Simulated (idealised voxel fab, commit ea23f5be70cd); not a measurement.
process module | voxel released beams
cross-section cut | 245 nm wide | cells 5 nm
A cross-section is a grid of square cells, given in bands from the top down. A band is one or more rows of cells.
Each band's line starts with the height of the band's top and of its bottom, in nm. Then come its materials from left to right, each with its width in nm. One material with "throughout" fills the band from edge to edge. "air" is empty space.
Height 0 is the level under which the wafer as received is all one material. The lowest band goes on downwards, as in "0 down".
A width such as "30 to 40" changes by the same amount from each row of cells to the next, from the band's top row to its bottom row.
"no change" after a step means that no cell of the cross-section changed.
closed voids: empty space of 8 cells or more with no open way to the top, each as width x height at its distance from the left edge, in nm
after a step's settings: what the simulator itself notes on the step
overlay nm, on a step with a mask: how far to the right of its planned place the mask lay; to the left if negative
plan
1 op RECEIVE | material Si
2 op CONFORMAL_DEP | material SiN | thk nm 5
3 op DIRECTIONAL_DEP | material SiO2 | thk nm 20
4 op MASKED_ETCH | tone open | mask id ANCHOR | width nm 25 | etch materials SiO2 | depth nm 20 | overlay nm 0
5 op CONFORMAL_DEP | material TiN | thk nm 10
6 op DIRECTIONAL_DEP | material aC | thk nm 15
7 op PATTERN | tone cover | mask id BEAM | material resist | width nm 90 | thk nm 30 | overlay nm 0
8 op DIRECTIONAL_ETCH | etch materials aC | depth nm 15
9 op STRIP | etch materials resist
10 op DIRECTIONAL_ETCH | etch materials TiN | depth nm 10
11 op STRIP | etch materials aC
12 op STRIP | etch materials SiO2
varied across the wafers: width nm of step 7. The plan shows the first wafer's value. All wafers start alike
first wafer as received, after step 1
  0 down: Si throughout
  closed voids: none
each wafer at the end: cells of each material gained (+) or lost (-) since it was received, then its closed voids
width nm 90 | +49 SiN | +52 TiN | closed voids: none
width nm 95 | +49 SiN | +54 TiN | closed voids: none
width nm 100 | +49 SiN | +56 TiN | closed voids: none
width nm 105 | +49 SiN | +58 TiN | closed voids: none
width nm 110 | +49 SiN | +60 TiN | closed voids: none
width nm 115 | +49 SiN | +62 TiN | closed voids: none
